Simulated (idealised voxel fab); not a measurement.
Name of the process module below: voxel transistor to metal
Square cells of 5 nm make up the cross-section cut, whose width is 180 nm.
In what follows, cross-sections appear as grids of square cells, described through bands that run from the top down, where every band is one or more rows of cells.
Band entry format. Leading values: height of top, height of bottom, nm. Remainder: materials in left-to-right order, each with its width in nm. Special words: "everywhere" on a single material, which then fills the band edge to edge; "empty", empty space.
The level at which height equals 0 is the one under which the wafer, as it arrives, is entirely one material. No lower edge exists for the bottom band, which continues downward and is notated as in "0 nm and below".
A width given as "30..40" starts at the first number in the band's top row and ends at the second number in its bottom row, shifting by an equal amount at every step from row to row.
Where the words "nothing altered" appear for a step, the cross-section shows no cell changed by that step; every cell remained as before.
Each empty space that has no open way to the top and spans at least 8 cells appears under "Sealed void list" as width x height at distance, the distance counted from the left edge, all in nm.
Step line, after settings: the simulator's comment on this step.
Steps that use a mask can have "overlay nm" on their line. It says how far the mask sat to the right of where it was meant to be. Negative means to the left.
# Process steps foreseen in the plan
| 1 | RECEIVE with material Si |
| 2 | OXIDIZE with depth nm 5 |
| 3 | CONFORMAL_DEP with material SiN, thk nm 10 |
| 4 | DIRECTIONAL_DEP with material aC, thk nm 15 |
| 5 | PATTERN with tone cover, mask id ACTIVE, material resist, width nm 125, thk nm 35, overlay nm 0 |
| 6 | DIRECTIONAL_ETCH with etch materials aC, depth nm 15 |
| 7 | STRIP with etch materials resist |
| 8 | DIRECTIONAL_ETCH with etch materials SiN, depth nm 10 |
| 9 | DIRECTIONAL_ETCH with etch materials SiO2, depth nm 5 |
| 10 | DIRECTIONAL_ETCH with etch materials Si, depth nm 35 |
| 11 | STRIP with etch materials aC |
| 12 | OXIDIZE with depth nm 5 |
| 13 | FILL_DEP with material SiO2, thk nm 5 |
| 14 | CMP with height nm 10 |
| 15 | SELECTIVE_ETCH with etch materials SiO2, depth nm 5 |
| 16 | STRIP with etch materials SiN |
| 17 | SELECTIVE_ETCH with etch materials SiO2, depth nm 5 |
| 18 | OXIDIZE with depth nm 5 |
| 19 | DIRECTIONAL_DEP with material polySi, thk nm 25 |
| 20 | DIRECTIONAL_DEP with material SiCN, thk nm 15 |
| 21 | DIRECTIONAL_DEP with material aC, thk nm 10 |
| 22 | PATTERN with tone cover, mask id GATE, material resist, width nm 35, thk nm 30, overlay nm 0 |
| 23 | DIRECTIONAL_ETCH with etch materials aC, depth nm 10 |
| 24 | STRIP with etch materials resist |
| 25 | DIRECTIONAL_ETCH with etch materials SiCN, depth nm 25 |
| 26 | DIRECTIONAL_ETCH with etch materials polySi, depth nm 35 |
| 27 | STRIP with etch materials aC |
| 28 | CONFORMAL_DEP with material SiN, thk nm 5 |
| 29 | DIRECTIONAL_ETCH with etch materials SiN, depth nm 5 |
| 30 | DIRECTIONAL_ETCH with etch materials SiO2, depth nm 5 |
| 31 | DIRECTIONAL_ETCH with etch materials Si, depth nm 5 |
| 32 | EPI with material pSi, thk nm 10 |
| 33 | FILL_DEP with material SiO2, thk nm 10 |
| 34 | CMP with height nm 20 |
| 35 | STRIP with etch materials polySi |
| 36 | SELECTIVE_ETCH with etch materials SiO2, depth nm 5 |
| 37 | CONFORMAL_DEP with material HfO2, thk nm 5 |
| 38 | CONFORMAL_DEP with material TiN, thk nm 5 |
| 39 | FILL_DEP with material W, thk nm 10 |
| 40 | CMP with height nm 15 |
| 41 | DIRECTIONAL_DEP with material SiO2, thk nm 10 |
| 42 | MASKED_ETCH with tone open, mask id CONTACT, width nm 15, pitch nm 90, etch materials SiO2, depth nm 30, overlay nm 0 |
| 43 | CONFORMAL_DEP with material TiN, thk nm 5 |
| 44 | FILL_DEP with material W, thk nm 5 |
| 45 | CMP with height nm 25 |
| 46 | CONFORMAL_DEP with material SiN, thk nm 5 |
| 47 | DIRECTIONAL_DEP with material lowk, thk nm 20 |
| 48 | PATTERN with tone open, mask id METAL_1, material resist, width nm 15, pitch nm 90, thk nm 15, overlay nm 0 |
| 49 | DIRECTIONAL_ETCH with etch materials lowk, depth nm 20 |
| 50 | DIRECTIONAL_ETCH with etch materials SiN, depth nm 5 |
| 51 | STRIP with etch materials resist |
| 52 | CONFORMAL_DEP with material TiN, thk nm 5 |
| 53 | FILL_DEP with material Cu, thk nm 5 |
| 54 | CMP with height nm 50 |
| 55 | EPI with material Ru, thk nm 5 |
| 56 | FILL_DEP with material SiCN, thk nm 5 |
# As received (post step 1): cross-section
- 0 nm and below  Si everywhere
- Sealed void list: none
# Cross-section: first of two wafers, module finished, run according to plan
- 60 nm to 55 nm  SiCN everywhere
- 55 nm to 50 nm  30 SiCN  25 Ru  65 SiCN  25 Ru  35 SiCN
- 50 nm to 30 nm  35 lowk  5 TiN  5 Cu  5 TiN  75 lowk  5 TiN  5 Cu  5 TiN  40 lowk
- 30 nm to 25 nm  35 SiN  15 TiN  75 SiN  15 TiN  40 SiN
- 25 nm to 15 nm  35 SiO2  5 TiN  5 W  5 TiN  75 SiO2  5 TiN  5 W  5 TiN  40 SiO2
- 15 nm to 0 nm  35 SiO2  5 TiN  5 W  5 TiN  15 SiO2  5 SiN  5 HfO2  5 TiN  15 W  5 TiN  5 HfO2  5 SiN  15 SiO2  5 TiN  5 W  5 TiN  40 SiO2
- 0 nm to -5 nm  20 SiO2  5 SiN  10 SiO2  15 TiN  5 SiO2  10 pSi  5 SiN  5 HfO2  25 TiN  5 HfO2  5 SiN  10 pSi  5 SiO2  15 TiN  10 SiO2  5 SiN  25 SiO2
- -5 nm to -10 nm  25 SiO2  40 pSi  45 HfO2  40 pSi  30 SiO2
- -10 nm to -15 nm  30 SiO2  35 pSi  45 Si  35 pSi  35 SiO2
- -15 nm to -45 nm  30 SiO2  115 Si  35 SiO2
- -45 nm and below  Si everywhere
- Sealed void list: none
# So this is wafer number two of the two, cut at the end of the module - it started where the first did and had the same plan, we just got one thing wrong running it
- 60 nm to 55 nm  SiCN everywhere
- 55 nm to 50 nm  30 SiCN  25 Ru  65 SiCN  25 Ru  35 SiCN
- 50 nm to 30 nm  35 lowk  5 TiN  5 Cu  5 TiN  75 lowk  5 TiN  5 Cu  5 TiN  40 lowk
- 30 nm to 25 nm  35 SiN  15 TiN  75 SiN  15 TiN  40 SiN
- 25 nm to 15 nm  35 SiO2  5 TiN  5 W  5 TiN  75 SiO2  5 TiN  5 W  5 TiN  40 SiO2
- 15 nm to 0 nm  35 SiO2  5 TiN  5 W  5 TiN  15 SiO2  5 SiN  5 TiN  5 HfO2  15 W  5 HfO2  5 TiN  5 SiN  15 SiO2  5 TiN  5 W  5 TiN  40 SiO2
- 0 nm to -5 nm  20 SiO2  5 SiN  10 SiO2  15 TiN  5 SiO2  10 pSi  5 SiN  5 TiN  25 HfO2  5 TiN  5 SiN  10 pSi  5 SiO2  15 TiN  10 SiO2  5 SiN  25 SiO2
- -5 nm to -10 nm  25 SiO2  40 pSi  45 TiN  40 pSi  30 SiO2
- -10 nm to -15 nm  30 SiO2  35 pSi  45 Si  35 pSi  35 SiO2
- -15 nm to -45 nm  30 SiO2  115 Si  35 SiO2
- -45 nm and below  Si everywhere
- Sealed void list: none
Misprocessing identified: note: step 37 <-> step 38, run order reversed vs plan
Final wafer comparison in cells, second versus first, more or fewer per material: HfO2: 6 fewer; TiN: 6 more
